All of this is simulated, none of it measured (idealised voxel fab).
The following is a process module called voxel gate over fins.
Cross-section cut: width 235 nm, square cells of 5 nm.
Bands, listed from the top down, are how a cross-section gets written in this document; the cross-section itself is a grid of square cells, and a band is one or more rows of them. For a band, the entry starts with two heights in nm, that of the top and then that of the bottom, and carries on with the band's materials in order from left to right, each alongside its width in nm; the word "everywhere" beside a single material means it fills the band edge to edge, and "blank" means empty space. Note: height 0 marks the level under which the wafer is uniformly one material as received. Lowest band unbounded below, written "0 -> down". Top row gets the first number, bottom row gets the second, and each row in between changes by the same step: that is how a band width like "30 to 40" works. "nothing altered" after a step means that no cell of the cross-section changed. The label "Tabulated closed voids" introduces a list of the empty spaces, 8 cells or larger, that have no open way up to the top; each entry in it reads width x height at distance, where the distance is taken from the left edge and all three are stated in nm. Where a step's line continues beyond its settings, the continuation is a remark by the simulator itself on that step. "overlay nm" denotes, for a step that has a mask, the displacement of the mask to the right of its planned place, with negative values corresponding to the left.
Set out below are the planned steps of the process:
| 1 | RECEIVE: material Si |
| 2 | CONFORMAL_DEP: material SiN, thk nm 10 |
| 3 | DIRECTIONAL_DEP: material aC, thk nm 15 |
| 4 | PATTERN: tone cover, mask id FINS, material resist, width nm 15, pitch nm 45, thk nm 35, overlay nm 0 |
| 5 | DIRECTIONAL_ETCH: etch materials aC, depth nm 15 |
| 6 | STRIP: etch materials resist |
| 7 | DIRECTIONAL_ETCH: etch materials SiN, depth nm 10 |
| 8 | DIRECTIONAL_ETCH: etch materials Si, depth nm 40 |
| 9 | STRIP: etch materials aC |
| 10 | OXIDIZE: depth nm 5 |
| 11 | FILL_DEP: material SiO2, thk nm 5 |
| 12 | CMP: height nm 10 |
| 13 | SELECTIVE_ETCH: etch materials SiO2, depth nm 20 |
| 14 | STRIP: etch materials SiN |
| 15 | CONFORMAL_DEP: material HfO2, thk nm 5 |
| 16 | CONFORMAL_DEP: material TiN, thk nm 5 |
| 17 | FILL_DEP: material W, thk nm 10 |
| 18 | CMP: height nm 15 |
| 19 | CONFORMAL_DEP: material SiN, thk nm 10 |
Cross-section of the wafer as it came to us, i.e., already through step 1:
	0 -> down: Si everywhere
	Tabulated closed voids: none
Figure: cross-sectional view of the wafer upon completion of the module, processed from the initial state and according to the plan depicted above, with one error introduced during execution:
	25 -> 15: SiN everywhere
	15 -> 10: W everywhere
	10 -> 5: W (80)  TiN (25)  W (20)  TiN (25)  W (85)
	5 -> 0: W (80)  TiN (5)  HfO2 (15)  TiN (5)  W (20)  TiN (5)  HfO2 (15)  TiN (5)  W (85)
	0 -> -5: TiN (85)  HfO2 (5)  Si (5)  HfO2 (5)  TiN (30)  HfO2 (5)  Si (5)  HfO2 (5)  TiN (90)
	-5 -> -10: HfO2 (90)  Si (5)  HfO2 (40)  Si (5)  HfO2 (95)
	-10 -> -85: SiO2 (90)  Si (5)  SiO2 (40)  Si (5)  SiO2 (95)
	-85 -> down: Si everywhere
	Tabulated closed voids: none
Processing error: step 8, plan: ran twice
